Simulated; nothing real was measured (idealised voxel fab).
A process module follows: voxel spacer lines.
cross-section cut | 280 nm wide | cells 5 nm
Bands, listed from the top down, are how a cross-section gets written in this document; the cross-section itself is a grid of square cells, and a band is one or more rows of them.
In this notation a band is specified by the heights of its top and bottom, in that order and in nm, after which its materials appear from left to right, each paired with its width in nm. The word "throughout" attached to a single material means that material fills the band from edge to edge; the word "empty" stands for empty space.
Height is counted from the level 0, under which the received wafer is composed throughout of one material. The lowest of the bands is not closed at the bottom but continues downward, in the notation "0 -> down".
With a width like "30->40", each row of cells in the band differs from the next by the same amount, the top row carrying the first number and the bottom row the second.
Given "nothing changed" for a step, no cell of the cross-section differs between before and after that step.
Voids not open to the top, 8 cells minimum: see "Completely enclosed voids". Written width x height at distance; distance is from the left edge; nm.
On each step's line, the part that comes after the settings is the simulator's own comment on the step.
overlay nm: mask right of planned place by this much (step with mask). Neg. = left.
Intended process steps:
1. RECEIVE | material Si
2. CONFORMAL_DEP | material Al2O3 | thk nm 10
3. DIRECTIONAL_DEP | material W | thk nm 10
4. DIRECTIONAL_DEP | material polySi | thk nm 20
5. PATTERN | tone cover | mask id MANDREL | material resist | width nm 15 | pitch nm 50 | thk nm 25 | overlay nm 0
6. DIRECTIONAL_ETCH | etch materials polySi | depth nm 20
7. STRIP | etch materials resist
8. CONFORMAL_DEP | material SiO2 | thk nm 10
9. DIRECTIONAL_ETCH | etch materials SiO2 | depth nm 10
10. STRIP | etch materials polySi
11. DIRECTIONAL_ETCH | etch materials W | depth nm 10
12. STRIP | etch materials SiO2
13. FILL_DEP | material lowk | thk nm 5
14. CMP | height nm 20
This is the cross-section of the wafer as we received it, i.e. after step 1:
- 0 -> down  Si throughout
- Completely enclosed voids: none
Cross-section at module end, one run error; start and plan unchanged from above:
- 20 -> 10  lowk throughout
- 10 -> 0  Al2O3 throughout
- 0 -> down  Si throughout
- Completely enclosed voids: none
Nonconformance to the process plan: the process deviated at step 3: the operation and settings actually run there were DIRECTIONAL_DEP | material lowk | thk nm 10
